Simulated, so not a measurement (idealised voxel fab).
You're looking at the process module voxel quadruple lines.
Cross-section cut: width 215 nm, square cells of 5 nm.
Each cross-section below is a grid of square cells, stated as bands in top-down order, with one or more rows of cells making up each band.
In this notation a band is specified by the heights of its top and bottom, in that order and in nm, after which its materials appear from left to right, each paired with its width in nm. The word "full width" attached to a single material means that material fills the band from edge to edge; the word "blank" stands for empty space.
Height reference: 0 = level under which incoming wafer is all one material. Lowest band: no bottom, runs on downward, e.g. "top 0, no bottom".
So if you see something like "30..40" for the width, read it as the top row of the band sitting at the first number and the bottom row at the second, with every row in between moving by the same amount as the last.
"nothing different" means the step left every cell of the cross-section as it was.
The list in "Closed voids list" covers empty spaces of 8 cells or more that cannot reach the top through any open way, and it gives each as width x height at distance; the distance is from the left edge, and width, height and distance are in nm.
Heads up: the bit after the settings on a step's line is the simulator's remark on that step.
For masked steps, "overlay nm" on the step line gives how far right of plan the mask actually lay; a minus sign means it lay to the left.
Process steps - plan:
1. RECEIVE, material Si
2. CONFORMAL_DEP, material SiO2, thk nm 10
3. DIRECTIONAL_DEP, material Ru, thk nm 15
4. DIRECTIONAL_DEP, material polySi, thk nm 20
5. DIRECTIONAL_DEP, material aC, thk nm 25
6. PATTERN, tone cover, mask id MANDREL, material resist, width nm 20, pitch nm 60, thk nm 35, overlay nm 0
7. DIRECTIONAL_ETCH, etch materials aC, depth nm 25
8. STRIP, etch materials resist
9. CONFORMAL_DEP, material SiO2, thk nm 10
10. DIRECTIONAL_ETCH, etch materials SiO2, depth nm 10
11. STRIP, etch materials aC
12. DIRECTIONAL_ETCH, etch materials polySi, depth nm 20
13. STRIP, etch materials SiO2
14. CONFORMAL_DEP, material SiN, thk nm 5
15. DIRECTIONAL_ETCH, etch materials SiN, depth nm 5
16. STRIP, etch materials polySi
17. DIRECTIONAL_ETCH, etch materials Ru, depth nm 15
18. STRIP, etch materials SiN
Cross-section: wafer on arrival = after step 1:
* top 0, no bottom | Si full width
* Closed voids list: none
Looking at the first of two wafers in cross-section at end of module - ran to plan:
* top 25, bottom 10 | blank 50  Ru 5  blank 10  Ru 5  blank 10  Ru 5  blank 10  Ru 5  blank 10  Ru 5  blank 10  Ru 5  blank 10  Ru 5  blank 10  Ru 5  blank 55
* top 10, bottom 0 | SiO2 full width
* top 0, no bottom | Si full width
* Closed voids list: none
Second wafer cross-section at end of module - shared start and plan with the first, one mistake in the run:
* top 30, bottom 10 | Ru full width
* top 10, bottom 0 | SiO2 full width
* top 0, no bottom | Si full width
* Closed voids list: none
Which mistake was made when the wafer was run? planned and actual differ for step 4; actual: DIRECTIONAL_DEP, material Ru, thk nm 20
Bottom line after processing is that, in cells, the second wafer is up or down on some materials versus the first: 148 more of Ru
